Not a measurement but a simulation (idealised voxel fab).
A process module follows: voxel self aligned contacts.
We display cut, a cross-section 150 nm in width whose square cells are each 5 nm.
We lay out every cross-section as a grid of square cells and spell it out in bands from the top down, where one band means one or more rows of cells. In this notation a band is specified by the heights of its top and bottom, in that order and in nm, after which its materials appear from left to right, each paired with its width in nm. The word "edge to edge" attached to a single material means that material fills the band from edge to edge; the word "air" stands for empty space. Heads up on the height convention: 0 is the point under which the incoming wafer is all one material, and the lowest band has no bottom, it just keeps going down, like "0 -> down". So if you see something like "30->40" for the width, read it as the top row of the band sitting at the first number and the bottom row at the second, with every row in between moving by the same amount as the last. "nothing altered" means the step left every cell of the cross-section as it was. Each empty space that has no open way to the top and spans at least 8 cells appears under "Closed cavity list" as width x height at distance, the distance counted from the left edge, all in nm. What comes after the settings on a step's line is commentary from the simulator itself on that step. For masked steps, "overlay nm" on the step line gives how far right of plan the mask actually lay; a minus sign means it lay to the left.

## The steps planned for the process are as follows
step 1: RECEIVE with material Si
step 2: OXIDIZE with depth nm 5
step 3: DIRECTIONAL_DEP with material polySi, thk nm 20
step 4: DIRECTIONAL_DEP with material SiN, thk nm 20
step 5: MASKED_ETCH with tone cover, mask id GATE, width nm 35, pitch nm 80, etch materials SiN, depth nm 20, overlay nm 0
step 6: MASKED_ETCH with tone cover, mask id GATE, width nm 35, pitch nm 80, etch materials polySi, depth nm 20, overlay nm 0
step 7: CONFORMAL_DEP with material SiN, thk nm 10
step 8: DIRECTIONAL_ETCH with etch materials SiN, depth nm 10
step 9: FILL_DEP with material SiO2, thk nm 10
step 10: CMP with height nm 45
step 11: DIRECTIONAL_DEP with material aC, thk nm 10
step 12: PATTERN with tone open, mask id CONTACT, material resist, width nm 65, thk nm 30, overlay nm 0
step 13: DIRECTIONAL_ETCH with etch materials aC, depth nm 10
step 14: STRIP with etch materials resist
step 15: DIRECTIONAL_ETCH with etch materials SiO2, depth nm 50
step 16: STRIP with etch materials aC
step 17: CONFORMAL_DEP with material TiN, thk nm 5
step 18: FILL_DEP with material W, thk nm 10
step 19: CMP with height nm 45
step 20: CONFORMAL_DEP with material SiN, thk nm 5

## First of two wafers - as planned

## Received-state cross-section, reflecting completion of step 1
- 0 -> down: Si edge to edge
- Closed cavity list: none

## Cross-section of the wafer subsequent to step 2
- 0 -> -5: SiO2 edge to edge
- Below -5, no change.

## Cross-section of the wafer subsequent to step 3
- 20 -> 0: polySi edge to edge
- Below 0, no change.

## Cross-section of the wafer subsequent to step 4
- 40 -> 20: SiN edge to edge
- Below 20, no change.

## Cross-section of the wafer subsequent to step 5
- 40 -> 20: 15 of air; 35 of SiN; 45 of air; 35 of SiN; 20 of air
- Below 20, no change.

## Cross-section of the wafer subsequent to step 6
- 40 -> 20: 15 of air; 35 of SiN; 45 of air; 35 of SiN; 20 of air
- 20 -> 0: 15 of air; 35 of polySi; 45 of air; 35 of polySi; 20 of air
- Below 0, no change.

## Cross-section of the wafer subsequent to step 7
- 50 -> 20: 5 of air; 55 of SiN; 25 of air; 55 of SiN; 10 of air
- 20 -> 10: 5 of air; 10 of SiN; 35 of polySi; 10 of SiN; 25 of air; 10 of SiN; 35 of polySi; 10 of SiN; 10 of air
- 10 -> 0: 15 of SiN; 35 of polySi; 45 of SiN; 35 of polySi; 20 of SiN
- Below 0, no change.

## Cross-section of the wafer subsequent to step 8
- 40 -> 20: 5 of air; 55 of SiN; 25 of air; 55 of SiN; 10 of air
- 20 -> 0: 5 of air; 10 of SiN; 35 of polySi; 10 of SiN; 25 of air; 10 of SiN; 35 of polySi; 10 of SiN; 10 of air
- Below 0, no change.

## Cross-section of the wafer subsequent to step 9
- 50 -> 40: SiO2 edge to edge
- 40 -> 20: 5 of SiO2; 55 of SiN; 25 of SiO2; 55 of SiN; 10 of SiO2
- 20 -> 0: 5 of SiO2; 10 of SiN; 35 of polySi; 10 of SiN; 25 of SiO2; 10 of SiN; 35 of polySi; 10 of SiN; 10 of SiO2
- Below 0, no change.

## Cross-section of the wafer subsequent to step 10
- 45 -> 40: SiO2 edge to edge
- Below 40, no change.

## Cross-section of the wafer subsequent to step 11
- 55 -> 45: aC edge to edge
- Below 45, no change.

## Cross-section of the wafer subsequent to step 12
- 85 -> 55: 40 of resist; 65 of air; 45 of resist
- Below 55, no change.

## Cross-section of the wafer subsequent to step 13
- 75 -> 55: 40 of resist; 65 of air; 45 of resist
- 55 -> 45: 40 of aC; 65 of air; 45 of aC
- Below 45, no change.

## Cross-section of the wafer subsequent to step 14
- 55 -> 45: 40 of aC; 65 of air; 45 of aC
- Below 45, no change.

## Cross-section of the wafer subsequent to step 15
- 55 -> 45: 40 of aC; 65 of air; 45 of aC
- 45 -> 40: 40 of SiO2; 65 of air; 45 of SiO2
- 40 -> 20: 5 of SiO2; 55 of SiN; 25 of air; 55 of SiN; 10 of SiO2
- 20 -> 0: 5 of SiO2; 10 of SiN; 35 of polySi; 10 of SiN; 25 of air; 10 of SiN; 35 of polySi; 10 of SiN; 10 of SiO2
- 0 -> -5: 60 of SiO2; 25 of air; 65 of SiO2
- Below -5, no change.

## Cross-section of the wafer subsequent to step 16
- 45 -> 40: 40 of SiO2; 65 of air; 45 of SiO2
- Below 40, no change.

## Cross-section of the wafer subsequent to step 17
- 50 -> 45: 45 of TiN; 55 of air; 50 of TiN
- 45 -> 40: 40 of SiO2; 25 of TiN; 15 of air; 25 of TiN; 45 of SiO2
- 40 -> 20: 5 of SiO2; 55 of SiN; 5 of TiN; 15 of air; 5 of TiN; 55 of SiN; 10 of SiO2
- 20 -> 0: 5 of SiO2; 10 of SiN; 35 of polySi; 10 of SiN; 5 of TiN; 15 of air; 5 of TiN; 10 of SiN; 35 of polySi; 10 of SiN; 10 of SiO2
- 0 -> -5: 60 of SiO2; 25 of TiN; 65 of SiO2
- Below -5, no change.

## Cross-section of the wafer subsequent to step 18
- 60 -> 50: W edge to edge
- 50 -> 45: 45 of TiN; 55 of W; 50 of TiN
- 45 -> 40: 40 of SiO2; 25 of TiN; 15 of W; 25 of TiN; 45 of SiO2
- 40 -> 20: 5 of SiO2; 55 of SiN; 5 of TiN; 15 of W; 5 of TiN; 55 of SiN; 10 of SiO2
- 20 -> 0: 5 of SiO2; 10 of SiN; 35 of polySi; 10 of SiN; 5 of TiN; 15 of W; 5 of TiN; 10 of SiN; 35 of polySi; 10 of SiN; 10 of SiO2
- Below 0, no change.

## Cross-section of the wafer subsequent to step 19
- 45 -> 40: 40 of SiO2; 25 of TiN; 15 of W; 25 of TiN; 45 of SiO2
- Below 40, no change.

## Cross-section of the wafer subsequent to step 20
- 50 -> 45: SiN edge to edge
- Below 45, no change.

## For the second wafer, take the first wafer's start and plan, then add one mistake made in running it; everything through step 3, that step included, is shared with the first

## Second wafer, sectioned view, at step 4's planned end time
- 60 -> 20: SiN edge to edge
- Below 20, no change.

## Second wafer, sectioned view, at step 5's planned end time
- 60 -> 40: 15 of air; 35 of SiN; 45 of air; 35 of SiN; 20 of air
- Below 40, no change.

Second wafer, sectioned view, at step 6's planned end time: nothing altered

## Second wafer, sectioned view, at step 7's planned end time
- 70 -> 50: 5 of air; 55 of SiN; 25 of air; 55 of SiN; 10 of air
- 50 -> 20: SiN edge to edge
- Below 20, no change.

## Second wafer, sectioned view, at step 8's planned end time
- 60 -> 40: 5 of air; 55 of SiN; 25 of air; 55 of SiN; 10 of air
- Below 40, no change.

## Second wafer, sectioned view, at step 9's planned end time
- 70 -> 60: SiO2 edge to edge
- 60 -> 40: 5 of SiO2; 55 of SiN; 25 of SiO2; 55 of SiN; 10 of SiO2
- Below 40, no change.

## Second wafer, sectioned view, at step 10's planned end time
- 45 -> 40: 5 of SiO2; 55 of SiN; 25 of SiO2; 55 of SiN; 10 of SiO2
- Below 40, no change.

## Second wafer, sectioned view, at step 11's planned end time
- 55 -> 45: aC edge to edge
- Below 45, no change.

## Second wafer, sectioned view, at step 12's planned end time
- 85 -> 55: 40 of resist; 65 of air; 45 of resist
- Below 55, no change.

## Second wafer, sectioned view, at step 13's planned end time
- 75 -> 55: 40 of resist; 65 of air; 45 of resist
- 55 -> 45: 40 of aC; 65 of air; 45 of aC
- Below 45, no change.

## Second wafer, sectioned view, at step 14's planned end time
- 55 -> 45: 40 of aC; 65 of air; 45 of aC
- Below 45, no change.

## Second wafer, sectioned view, at step 15's planned end time
- 55 -> 45: 40 of aC; 65 of air; 45 of aC
- 45 -> 40: 5 of SiO2; 55 of SiN; 25 of air; 55 of SiN; 10 of SiO2
- Below 40, no change.

## Second wafer, sectioned view, at step 16's planned end time
- 45 -> 40: 5 of SiO2; 55 of SiN; 25 of air; 55 of SiN; 10 of SiO2
- Below 40, no change.

## Second wafer, sectioned view, at step 17's planned end time
- 50 -> 45: 65 of TiN; 15 of air; 70 of TiN
- 45 -> 40: 5 of SiO2; 55 of SiN; 25 of TiN; 55 of SiN; 10 of SiO2
- Below 40, no change.

## Second wafer, sectioned view, at step 18's planned end time
- 60 -> 50: W edge to edge
- 50 -> 45: 65 of TiN; 15 of W; 70 of TiN
- Below 45, no change.

## Second wafer, sectioned view, at step 19's planned end time
- 45 -> 40: 5 of SiO2; 55 of SiN; 25 of TiN; 55 of SiN; 10 of SiO2
- Below 40, no change.

## Second wafer, sectioned view, at step 20's planned end time
- 50 -> 45: SiN edge to edge
- Below 45, no change.
Finding, execution versus plan: step 4 from the plan got run twice
FYI, end of process, the second wafer has more or fewer cells of some materials than the first: 22 more of SiN | 33 fewer of SiO2 | 26 fewer of TiN | 27 fewer of W | 64 more of polySi
